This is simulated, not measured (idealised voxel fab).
Proc. module: voxel self aligned contacts
This is section cut - it's 300 nm across, gridded in 5 nm square cells.
Square cells in a grid make up a cross-section in this document, and the grid is given as bands, listed from the top down, each one or more rows of cells. It is stipulated that each band's entry specify, in nanometres, the height of the top of the band and then that of its bottom, followed by the materials of the band in left-to-right sequence, each together with its width in nanometres. A single material marked by the word "everywhere" is understood to fill the band from edge to edge; the word "blank" is understood to denote empty space. Heights are reckoned from 0. Under this level, the received wafer is all of one material. The bottommost band is open-ended downward, for example "0 down". Quick explanation for "30->40": the width changes in equal steps down the rows of cells, from the first number in the band's top row to the second number in its bottom row. Take "no modification" at face value: in the step it is given for, the cross-section changed in none of its cells. "Closed voids list" - sealed voids, min. 8 cells, no opening to top; format: width x height at distance (distance from left edge; nm throughout). Anything after a step's settings on that line? It's the simulator's own note about the step. overlay nm: right-of-plan distance of the mask on a masked step; negative values mean left-of-plan.
Plan
1 RECEIVE: material Si
2 OXIDIZE: depth nm 5
3 DIRECTIONAL_DEP: material polySi, thk nm 25
4 DIRECTIONAL_DEP: material SiN, thk nm 25
5 MASKED_ETCH: tone cover, mask id GATE, width nm 30, pitch nm 75, etch materials SiN, depth nm 25, overlay nm 0
6 MASKED_ETCH: tone cover, mask id GATE, width nm 30, pitch nm 75, etch materials polySi, depth nm 25, overlay nm 0
7 CONFORMAL_DEP: material SiN, thk nm 10
8 DIRECTIONAL_ETCH: etch materials SiN, depth nm 10
9 FILL_DEP: material SiO2, thk nm 15
10 CMP: height nm 55
11 PATTERN: tone open, mask id CONTACT, material resist, width nm 55, pitch nm 75, thk nm 15, overlay nm 0
12 DIRECTIONAL_ETCH: etch materials SiO2, depth nm 60
13 STRIP: etch materials resist
14 CONFORMAL_DEP: material TiN, thk nm 5
15 FILL_DEP: material W, thk nm 5
16 CMP: height nm 55
17 CONFORMAL_DEP: material SiN, thk nm 5
What follows covers the first of two wafers; it ran as planned
As-received state of the wafer in cross-section, equivalent to post-step 1
* 0 down | Si everywhere
* Closed voids list: none
You're looking at a cross-section of the wafer after step 2
* 0 to -5 | SiO2 everywhere
* No changes below -5.
You're looking at a cross-section of the wafer after step 3
* 25 to 0 | polySi everywhere
* No changes below 0.
You're looking at a cross-section of the wafer after step 4
* 50 to 25 | SiN everywhere
* No changes below 25.
You're looking at a cross-section of the wafer after step 5
* 50 to 25 | blank 60 | SiN 30 | blank 45 | SiN 30 | blank 45 | SiN 30 | blank 60
* No changes below 25.
You're looking at a cross-section of the wafer after step 6
* 50 to 25 | blank 60 | SiN 30 | blank 45 | SiN 30 | blank 45 | SiN 30 | blank 60
* 25 to 0 | blank 60 | polySi 30 | blank 45 | polySi 30 | blank 45 | polySi 30 | blank 60
* No changes below 0.
You're looking at a cross-section of the wafer after step 7
* 60 to 25 | blank 50 | SiN 50 | blank 25 | SiN 50 | blank 25 | SiN 50 | blank 50
* 25 to 10 | blank 50 | SiN 10 | polySi 30 | SiN 10 | blank 25 | SiN 10 | polySi 30 | SiN 10 | blank 25 | SiN 10 | polySi 30 | SiN 10 | blank 50
* 10 to 0 | SiN 60 | polySi 30 | SiN 45 | polySi 30 | SiN 45 | polySi 30 | SiN 60
* No changes below 0.
You're looking at a cross-section of the wafer after step 8
* 50 to 25 | blank 50 | SiN 50 | blank 25 | SiN 50 | blank 25 | SiN 50 | blank 50
* 25 to 0 | blank 50 | SiN 10 | polySi 30 | SiN 10 | blank 25 | SiN 10 | polySi 30 | SiN 10 | blank 25 | SiN 10 | polySi 30 | SiN 10 | blank 50
* No changes below 0.
You're looking at a cross-section of the wafer after step 9
* 65 to 50 | SiO2 everywhere
* 50 to 25 | SiO2 50 | SiN 50 | SiO2 25 | SiN 50 | SiO2 25 | SiN 50 | SiO2 50
* 25 to 0 | SiO2 50 | SiN 10 | polySi 30 | SiN 10 | SiO2 25 | SiN 10 | polySi 30 | SiN 10 | SiO2 25 | SiN 10 | polySi 30 | SiN 10 | SiO2 50
* No changes below 0.
You're looking at a cross-section of the wafer after step 10
* 55 to 50 | SiO2 everywhere
* No changes below 50.
You're looking at a cross-section of the wafer after step 11
* 70 to 55 | resist 85 | blank 55 | resist 20 | blank 55 | resist 85
* No changes below 55.
You're looking at a cross-section of the wafer after step 12
* 70 to 55 | resist 85 | blank 55 | resist 20 | blank 55 | resist 85
* 55 to 50 | SiO2 85 | blank 55 | SiO2 20 | blank 55 | SiO2 85
* 50 to 25 | SiO2 50 | SiN 50 | blank 25 | SiN 50 | blank 25 | SiN 50 | SiO2 50
* 25 to 0 | SiO2 50 | SiN 10 | polySi 30 | SiN 10 | blank 25 | SiN 10 | polySi 30 | SiN 10 | blank 25 | SiN 10 | polySi 30 | SiN 10 | SiO2 50
* 0 to -5 | SiO2 100 | blank 25 | SiO2 50 | blank 25 | SiO2 100
* No changes below -5.
You're looking at a cross-section of the wafer after step 13
* 55 to 50 | SiO2 85 | blank 55 | SiO2 20 | blank 55 | SiO2 85
* No changes below 50.
You're looking at a cross-section of the wafer after step 14
* 60 to 55 | TiN 90 | blank 45 | TiN 30 | blank 45 | TiN 90
* 55 to 50 | SiO2 85 | TiN 20 | blank 15 | TiN 20 | SiO2 20 | TiN 20 | blank 15 | TiN 20 | SiO2 85
* 50 to 25 | SiO2 50 | SiN 50 | TiN 5 | blank 15 | TiN 5 | SiN 50 | TiN 5 | blank 15 | TiN 5 | SiN 50 | SiO2 50
* 25 to 0 | SiO2 50 | SiN 10 | polySi 30 | SiN 10 | TiN 5 | blank 15 | TiN 5 | SiN 10 | polySi 30 | SiN 10 | TiN 5 | blank 15 | TiN 5 | SiN 10 | polySi 30 | SiN 10 | SiO2 50
* 0 to -5 | SiO2 100 | TiN 25 | SiO2 50 | TiN 25 | SiO2 100
* No changes below -5.
You're looking at a cross-section of the wafer after step 15
* 65 to 60 | W everywhere
* 60 to 55 | TiN 90 | W 45 | TiN 30 | W 45 | TiN 90
* 55 to 50 | SiO2 85 | TiN 20 | W 15 | TiN 20 | SiO2 20 | TiN 20 | W 15 | TiN 20 | SiO2 85
* 50 to 25 | SiO2 50 | SiN 50 | TiN 5 | W 15 | TiN 5 | SiN 50 | TiN 5 | W 15 | TiN 5 | SiN 50 | SiO2 50
* 25 to 0 | SiO2 50 | SiN 10 | polySi 30 | SiN 10 | TiN 5 | W 15 | TiN 5 | SiN 10 | polySi 30 | SiN 10 | TiN 5 | W 15 | TiN 5 | SiN 10 | polySi 30 | SiN 10 | SiO2 50
* No changes below 0.
You're looking at a cross-section of the wafer after step 16
* 55 to 50 | SiO2 85 | TiN 20 | W 15 | TiN 20 | SiO2 20 | TiN 20 | W 15 | TiN 20 | SiO2 85
* No changes below 50.
You're looking at a cross-section of the wafer after step 17
* 60 to 55 | SiN everywhere
* No changes below 55.
Second wafer, same starting conditions and recipe as the first, one mistake in executing it, nothing differs from the first up to and including step 4
Second wafer cross-section, taken as of the time the plan sets for step 5 to be done
* 50 to 25 | blank 65 | SiN 25 | blank 50 | SiN 25 | blank 50 | SiN 25 | blank 60
* No changes below 25.
Second wafer cross-section, taken as of the time the plan sets for step 6 to be done
* 50 to 25 | blank 65 | SiN 25 | blank 50 | SiN 25 | blank 50 | SiN 25 | blank 60
* 25 to 0 | blank 60 | polySi 30 | blank 45 | polySi 30 | blank 45 | polySi 30 | blank 60
* No changes below 0.
Second wafer cross-section, taken as of the time the plan sets for step 7 to be done
* 60 to 35 | blank 55 | SiN 45 | blank 30 | SiN 45 | blank 30 | SiN 45 | blank 50
* 35 to 25 | blank 50 | SiN 50 | blank 25 | SiN 50 | blank 25 | SiN 50 | blank 50
* 25 to 10 | blank 50 | SiN 10 | polySi 30 | SiN 10 | blank 25 | SiN 10 | polySi 30 | SiN 10 | blank 25 | SiN 10 | polySi 30 | SiN 10 | blank 50
* 10 to 0 | SiN 60 | polySi 30 | SiN 45 | polySi 30 | SiN 45 | polySi 30 | SiN 60
* No changes below 0.
Second wafer cross-section, taken as of the time the plan sets for step 8 to be done
* 50 to 25 | blank 55 | SiN 45 | blank 30 | SiN 45 | blank 30 | SiN 45 | blank 50
* 25 to 0 | blank 50 | SiN 10 | polySi 30 | SiN 10 | blank 25 | SiN 10 | polySi 30 | SiN 10 | blank 25 | SiN 10 | polySi 30 | SiN 10 | blank 50
* No changes below 0.
Second wafer cross-section, taken as of the time the plan sets for step 9 to be done
* 65 to 50 | SiO2 everywhere
* 50 to 25 | SiO2 55 | SiN 45 | SiO2 30 | SiN 45 | SiO2 30 | SiN 45 | SiO2 50
* 25 to 0 | SiO2 50 | SiN 10 | polySi 30 | SiN 10 | SiO2 25 | SiN 10 | polySi 30 | SiN 10 | SiO2 25 | SiN 10 | polySi 30 | SiN 10 | SiO2 50
* No changes below 0.
Second wafer cross-section, taken as of the time the plan sets for step 10 to be done
* 55 to 50 | SiO2 everywhere
* No changes below 50.
Second wafer cross-section, taken as of the time the plan sets for step 11 to be done
* 70 to 55 | resist 85 | blank 55 | resist 20 | blank 55 | resist 85
* No changes below 55.
Second wafer cross-section, taken as of the time the plan sets for step 12 to be done
* 70 to 55 | resist 85 | blank 55 | resist 20 | blank 55 | resist 85
* 55 to 50 | SiO2 85 | blank 55 | SiO2 20 | blank 55 | SiO2 85
* 50 to 25 | SiO2 55 | SiN 45 | blank 30 | SiN 45 | blank 30 | SiN 45 | SiO2 50
* 25 to 0 | SiO2 50 | SiN 10 | polySi 30 | SiN 10 | blank 25 | SiN 10 | polySi 30 | SiN 10 | blank 25 | SiN 10 | polySi 30 | SiN 10 | SiO2 50
* 0 to -5 | SiO2 100 | blank 25 | SiO2 50 | blank 25 | SiO2 100
* No changes below -5.
Second wafer cross-section, taken as of the time the plan sets for step 13 to be done
* 55 to 50 | SiO2 85 | blank 55 | SiO2 20 | blank 55 | SiO2 85
* No changes below 50.
Second wafer cross-section, taken as of the time the plan sets for step 14 to be done
* 60 to 55 | TiN 90 | blank 45 | TiN 30 | blank 45 | TiN 90
* 55 to 50 | SiO2 85 | TiN 20 | blank 20 | TiN 15 | SiO2 20 | TiN 20 | blank 20 | TiN 15 | SiO2 85
* 50 to 30 | SiO2 55 | SiN 45 | TiN 5 | blank 20 | TiN 5 | SiN 45 | TiN 5 | blank 20 | TiN 5 | SiN 45 | SiO2 50
* 30 to 25 | SiO2 55 | SiN 45 | TiN 5 | blank 15 | TiN 10 | SiN 45 | TiN 5 | blank 15 | TiN 10 | SiN 45 | SiO2 50
* 25 to 0 | SiO2 50 | SiN 10 | polySi 30 | SiN 10 | TiN 5 | blank 15 | TiN 5 | SiN 10 | polySi 30 | SiN 10 | TiN 5 | blank 15 | TiN 5 | SiN 10 | polySi 30 | SiN 10 | SiO2 50
* 0 to -5 | SiO2 100 | TiN 25 | SiO2 50 | TiN 25 | SiO2 100
* No changes below -5.
Second wafer cross-section, taken as of the time the plan sets for step 15 to be done
* 65 to 60 | W everywhere
* 60 to 55 | TiN 90 | W 45 | TiN 30 | W 45 | TiN 90
* 55 to 50 | SiO2 85 | TiN 20 | W 20 | TiN 15 | SiO2 20 | TiN 20 | W 20 | TiN 15 | SiO2 85
* 50 to 30 | SiO2 55 | SiN 45 | TiN 5 | W 20 | TiN 5 | SiN 45 | TiN 5 | W 20 | TiN 5 | SiN 45 | SiO2 50
* 30 to 25 | SiO2 55 | SiN 45 | TiN 5 | W 15 | TiN 10 | SiN 45 | TiN 5 | W 15 | TiN 10 | SiN 45 | SiO2 50
* 25 to 0 | SiO2 50 | SiN 10 | polySi 30 | SiN 10 | TiN 5 | W 15 | TiN 5 | SiN 10 | polySi 30 | SiN 10 | TiN 5 | W 15 | TiN 5 | SiN 10 | polySi 30 | SiN 10 | SiO2 50
* No changes below 0.
Second wafer cross-section, taken as of the time the plan sets for step 16 to be done
* 55 to 50 | SiO2 85 | TiN 20 | W 20 | TiN 15 | SiO2 20 | TiN 20 | W 20 | TiN 15 | SiO2 85
* No changes below 50.
Second wafer cross-section, taken as of the time the plan sets for step 17 to be done
* 60 to 55 | SiN everywhere
* No changes below 55.
In executing the process, a mistake was made relative to the plan: heads up, step 5 didn't go per plan, it actually ran as MASKED_ETCH: tone cover, mask id GATE, width nm 25, pitch nm 75, etch materials SiN, depth nm 25, overlay nm 0
End check, counted in cells, second wafer has more or fewer of these materials than the first: -15 SiN | +5 SiO2 | +10 W
